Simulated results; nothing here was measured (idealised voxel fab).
Name of the process module below: voxel trench capacitor
Cross-section cut: width 260 nm, square cells of 5 nm.
Cross-section spec: square-cell grid; bands listed top down; each band is one or more rows. Read a band's entry like this: the first values are the height of its top and the height of its bottom in nm, and what follows is the sequence of materials from left to right, each with its width in nm. Note that "air" is empty space, and that a single material marked "all across" reaches across the band from edge to edge. Heights are reckoned from 0. Under this level, the received wafer is all of one material. The bottommost band is open-ended downward, for example "z 0 and below". The width entry "30..40" should be interpreted row by row: the top row of cells in the band takes the first number, the bottom row takes the second number, and the change between adjacent rows is uniform throughout. It should be understood that the words "identical to before", when stated for a given step, signify that the cross-section underwent no change in any of its cells during that step. "Catalogued sealed voids" - sealed voids, min. 8 cells, no opening to top; format: width x height at distance (distance from left edge; nm throughout). Formally, on a step line, whatever follows the settings is a remark that the simulator itself makes on the step. "overlay nm" denotes, for a step that has a mask, the displacement of the mask to the right of its planned place, with negative values corresponding to the left.
-- So here's the lineup of process steps we planned
1. RECEIVE, material Si
2. CONFORMAL_DEP, material SiN, thk nm 5
3. PATTERN, tone open, mask id TRENCH, material resist, width nm 15, pitch nm 30, thk nm 20, overlay nm 0
4. DIRECTIONAL_ETCH, etch materials SiN, depth nm 5
5. DIRECTIONAL_ETCH, etch materials Si, depth nm 35
6. STRIP, etch materials resist
7. CONFORMAL_DEP, material SiO2, thk nm 5
8. FILL_DEP, material polySi, thk nm 5
9. CMP, height nm 5
-- Delivered wafer in cross-section: state after step 1
* z 0 and below | Si all across
* Catalogued sealed voids: none
-- The module was run from the start shown above using the plan shown above, but one mistake was made doing it; the resulting wafer cross-section is below
* z 5 to 0 | SiN (80), SiO2 (5), polySi (5), SiO2 (5), SiN (15), SiO2 (5), polySi (5), SiO2 (5), SiN (15), SiO2 (5), polySi (5), SiO2 (5), SiN (105)
* z 0 to -30 | Si (80), SiO2 (5), polySi (5), SiO2 (5), Si (15), SiO2 (5), polySi (5), SiO2 (5), Si (15), SiO2 (5), polySi (5), SiO2 (5), Si (105)
* z -30 to -35 | Si (80), SiO2 (15), Si (15), SiO2 (15), Si (15), SiO2 (15), Si (105)
* z -35 and below | Si all across
* Catalogued sealed voids: none
Finding, execution versus plan: step 3 did not happen as planned, as run it was PATTERN, tone open, mask id TRENCH, material resist, width nm 15, pitch nm 30, thk nm 20, overlay nm -10
